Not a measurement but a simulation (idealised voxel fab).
process module | voxel quadruple lines
cross-section cut | 165 nm wide | cells 5 nm
A cross-section is a grid of square cells, given in bands from the top down. A band is one or more rows of cells.
Each band's line starts with the height of the band's top and of its bottom, in nm. Then come its materials from left to right, each with its width in nm. One material with "throughout" fills the band from edge to edge. "air" is empty space.
Height 0 is the level under which the wafer as received is all one material. The lowest band goes on downwards, as in "0 down".
A width such as "30 to 40" changes by the same amount from each row of cells to the next, from the band's top row to its bottom row.
"no change" after a step means that no cell of the cross-section changed.
closed voids: empty space of 8 cells or more with no open way to the top, each as width x height at its distance from the left edge, in nm
after a step's settings: what the simulator itself notes on the step
overlay nm, on a step with a mask: how far to the right of its planned place the mask lay; to the left if negative
plan
1 op RECEIVE | material Si
2 op CONFORMAL_DEP | material SiO2 | thk nm 10
3 op DIRECTIONAL_DEP | material Ru | thk nm 10
4 op DIRECTIONAL_DEP | material polySi | thk nm 20
5 op DIRECTIONAL_DEP | material aC | thk nm 25
6 op PATTERN | tone cover | mask id MANDREL | material resist | width nm 15 | thk nm 35 | overlay nm 0
7 op DIRECTIONAL_ETCH | etch materials aC | depth nm 25
8 op STRIP | etch materials resist
9 op CONFORMAL_DEP | material SiO2 | thk nm 15
10 op DIRECTIONAL_ETCH | etch materials SiO2 | depth nm 15
11 op STRIP | etch materials aC
12 op DIRECTIONAL_ETCH | etch materials polySi | depth nm 20
13 op STRIP | etch materials SiO2
14 op CONFORMAL_DEP | material SiN | thk nm 5
15 op DIRECTIONAL_ETCH | etch materials SiN | depth nm 5
16 op STRIP | etch materials polySi
17 op DIRECTIONAL_ETCH | etch materials Ru | depth nm 10
18 op STRIP | etch materials SiN
19 op FILL_DEP | material lowk | thk nm 10
20 op CMP | height nm 20
varied across the wafers: width nm of step 6. The plan shows the first wafer's value. All wafers start alike
first wafer as received, after step 1
  0 down: Si throughout
  closed voids: none
first wafer at the end, after step 20
  20 to 10: lowk 55 | Ru 5 | lowk 15 | Ru 5 | lowk 5 | Ru 5 | lowk 15 | Ru 5 | lowk 55
  10 to 0: SiO2 throughout
  0 down: Si throughout
  closed voids: none
last wafer at the end
  20 to 10: lowk 45 | Ru 5 | lowk 15 | Ru 5 | lowk 30 | Ru 5 | lowk 15 | Ru 5 | lowk 40
  10 to 0: SiO2 throughout
  0 down: Si throughout
  closed voids: none
each wafer at the end: cells of each material gained (+) or lost (-) since it was received, then its closed voids
width nm 15 | +8 Ru | +66 SiO2 | +58 lowk | closed voids: none
width nm 20 | +8 Ru | +66 SiO2 | +58 lowk | closed voids: none
width nm 25 | +8 Ru | +66 SiO2 | +58 lowk | closed voids: none
width nm 30 | +8 Ru | +66 SiO2 | +58 lowk | closed voids: none
width nm 35 | +8 Ru | +66 SiO2 | +58 lowk | closed voids: none
width nm 40 | +8 Ru | +66 SiO2 | +58 lowk | closed voids: none
